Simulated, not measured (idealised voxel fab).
process module | voxel self aligned vias
cross-section cut | 240 nm wide | cells 5 nm
A cross-section is a grid of square cells, given in bands from the top down. A band is one or more rows of cells.
Each band's line starts with the height of the band's top and of its bottom, in nm. Then come its materials from left to right, each with its width in nm. One material with "throughout" fills the band from edge to edge. "air" is empty space.
Height 0 is the level under which the wafer as received is all one material. The lowest band goes on downwards, as in "0 down".
A width such as "30 to 40" changes by the same amount from each row of cells to the next, from the band's top row to its bottom row.
"no change" after a step means that no cell of the cross-section changed.
closed voids: empty space of 8 cells or more with no open way to the top, each as width x height at its distance from the left edge, in nm
after a step's settings: what the simulator itself notes on the step
overlay nm, on a step with a mask: how far to the right of its planned place the mask lay; to the left if negative
plan
1 op RECEIVE | material Si
2 op CONFORMAL_DEP | material SiO2 | thk nm 15
3 op CONFORMAL_DEP | material SiCN | thk nm 5
4 op DIRECTIONAL_DEP | material SiO2 | thk nm 20
5 op DIRECTIONAL_DEP | material aC | thk nm 10
6 op PATTERN | tone open | mask id LINES | material resist | width nm 25 | pitch nm 55 | thk nm 30 | overlay nm 0
7 op DIRECTIONAL_ETCH | etch materials aC | depth nm 10
8 op STRIP | etch materials resist
9 op DIRECTIONAL_ETCH | etch materials SiO2 | depth nm 20
10 op STRIP | etch materials aC
11 op CONFORMAL_DEP | material TiN | thk nm 5
12 op FILL_DEP | material W | thk nm 5
13 op CMP | height nm 40
14 op SELECTIVE_ETCH | etch materials W Ru TiN | depth nm 5
15 op FILL_DEP | material SiN | thk nm 5
16 op CMP | height nm 40
17 op DIRECTIONAL_DEP | material SiO2 | thk nm 20
18 op DIRECTIONAL_DEP | material aC | thk nm 10
19 op PATTERN | tone open | mask id VIAS | material resist | width nm 35 | pitch nm 55 | thk nm 25 | overlay nm 0
20 op DIRECTIONAL_ETCH | etch materials aC | depth nm 10
21 op STRIP | etch materials resist
22 op DIRECTIONAL_ETCH | etch materials SiO2 | depth nm 20
23 op DIRECTIONAL_ETCH | etch materials SiN | depth nm 5
24 op STRIP | etch materials aC
25 op CONFORMAL_DEP | material TiN | thk nm 5
26 op FILL_DEP | material Ru | thk nm 5
27 op CMP | height nm 50
28 op CONFORMAL_DEP | material SiN | thk nm 5
varied across the wafers: height nm of step 27. The plan shows the first wafer's value. All wafers start alike
first wafer as received, after step 1
  0 down: Si throughout
  closed voids: none
each wafer at the end: cells of each material gained (+) or lost (-) since it was received, then its closed voids
height nm 50 | +16 Ru | +48 SiCN | +48 SiN | +364 SiO2 | +40 TiN | +12 W | closed voids: none
height nm 55 | +26 Ru | +48 SiCN | +48 SiN | +398 SiO2 | +44 TiN | +12 W | closed voids: none
height nm 60 | +36 Ru | +48 SiCN | +48 SiN | +432 SiO2 | +48 TiN | +12 W | closed voids: none
height nm 65 | +46 Ru | +48 SiCN | +48 SiN | +432 SiO2 | +86 TiN | +12 W | closed voids: none
height nm 70 | +94 Ru | +48 SiCN | +48 SiN | +432 SiO2 | +86 TiN | +12 W | closed voids: none
